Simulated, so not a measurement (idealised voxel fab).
A process module follows: voxel self aligned vias.
The width of the displayed cross-section, cut, is 245 nm; its cells are square, with a size of 5 nm.
For the purposes of this document, a cross-section shall be understood as a grid of square cells, specified as bands listed in top-to-bottom order, each band consisting of one or more rows of cells. Band: top height; bottom height; in nm. Then, left to right: material with width in nm, for each material. "everywhere": a single material spanning edge to edge. "blank": empty space. Heads up on the height convention: 0 is the point under which the incoming wafer is all one material, and the lowest band has no bottom, it just keeps going down, like "0 and below". Top row gets the first number, bottom row gets the second, and each row in between changes by the same step: that is how a band width like "30->40" works. It should be understood that the words "no modification", when stated for a given step, signify that the cross-section underwent no change in any of its cells during that step. "Voids, sealed": sealed empty spaces, 8 cells or more, no open way to top, listed width x height at distance, with distance from the left edge and width, height and distance in nm. That trailing text on a step's line, after the settings, is the simulator's own remark on the step. overlay nm: for a step with a mask, the amount by which the mask lay right of where it was planned; a negative amount means left of it.
[Process steps - plan]
1 op RECEIVE | material Si
2 op CONFORMAL_DEP | material SiO2 | thk nm 15
3 op CONFORMAL_DEP | material SiCN | thk nm 5
4 op DIRECTIONAL_DEP | material SiO2 | thk nm 20
5 op MASKED_ETCH | tone open | mask id LINES | width nm 25 | pitch nm 60 | etch materials SiO2 | depth nm 20 | overlay nm 0
6 op CONFORMAL_DEP | material TiN | thk nm 5
7 op FILL_DEP | material W | thk nm 10
8 op CMP | height nm 40
9 op SELECTIVE_ETCH | etch materials W Ru TiN | depth nm 10
10 op FILL_DEP | material SiN | thk nm 5
11 op CMP | height nm 40
12 op DIRECTIONAL_DEP | material SiO2 | thk nm 15
13 op MASKED_ETCH | tone open | mask id VIAS | width nm 45 | pitch nm 60 | etch materials SiO2 | depth nm 15 | overlay nm 0
14 op MASKED_ETCH | tone open | mask id VIAS | width nm 45 | pitch nm 60 | etch materials SiN | depth nm 10 | overlay nm 0
15 op CONFORMAL_DEP | material TiN | thk nm 5
16 op FILL_DEP | material Cu | thk nm 10
17 op CMP | height nm 55
18 op CONFORMAL_DEP | material SiCN | thk nm 5
Wafers differ in thk nm at step 3; plan lists the first wafer's value; identical starting state.
[Cross-section, first of several wafers, as delivered after step 1]
- 0 and below  Si everywhere
- Voids, sealed: none
[Cross-sectional representation of the first of several wafers at the end of the module, i.e. after its terminal step, step 18]
- 60 down to 55  SiCN everywhere
- 55 down to 45  70 SiO2, then 5 TiN, then 35 Cu, then 5 TiN, then 15 SiO2, then 5 TiN, then 35 Cu, then 5 TiN, then 70 SiO2
- 45 down to 35  70->80 SiO2, then 15->5 TiN, then 15 Cu, then 15->5 TiN, then 15->35 SiO2, then 15->5 TiN, then 15 Cu, then 15->5 TiN, then 70->80 SiO2
- 35 down to 30  80 SiO2, then 25 TiN, then 35 SiO2, then 25 TiN, then 80 SiO2
- 30 down to 25  80 SiO2, then 5 TiN, then 15 W, then 5 TiN, then 35 SiO2, then 5 TiN, then 15 W, then 5 TiN, then 80 SiO2
- 25 down to 20  80 SiO2, then 25 TiN, then 35 SiO2, then 25 TiN, then 80 SiO2
- 20 down to 15  SiCN everywhere
- 15 down to 0  SiO2 everywhere
- 0 and below  Si everywhere
- Voids, sealed: none
[Cross-sectional view of the final wafer of several at the module's end]
- 60 down to 55  SiCN everywhere
- 55 down to 45  70 SiO2, then 5 TiN, then 35 Cu, then 5 TiN, then 15 SiO2, then 5 TiN, then 35 Cu, then 5 TiN, then 70 SiO2
- 45 down to 40  70 SiO2, then 15 TiN, then 15 Cu, then 15 TiN, then 15 SiO2, then 15 TiN, then 15 Cu, then 15 TiN, then 70 SiO2
- 40 down to 35  80 SiO2, then 25 TiN, then 35 SiO2, then 25 TiN, then 80 SiO2
- 35 down to 15  SiCN everywhere
- 15 down to 0  SiO2 everywhere
- 0 and below  Si everywhere
- Voids, sealed: none
[Here is how to read the rows: every wafer has a row, and it shows the wafer at the end of the module, giving for each material how many cells were gained (+) or lost (-) since the wafer was received, then listing its closed voids]
thk nm 5 | +40 Cu | +98 SiCN | +396 SiO2 | +48 TiN | +6 W | Voids, sealed: none
thk nm 10 | +40 Cu | +147 SiCN | +357 SiO2 | +44 TiN | Voids, sealed: none
thk nm 15 | +40 Cu | +196 SiCN | +318 SiO2 | +34 TiN | Voids, sealed: none
thk nm 20 | +34 Cu | +245 SiCN | +279 SiO2 | +30 TiN | Voids, sealed: none
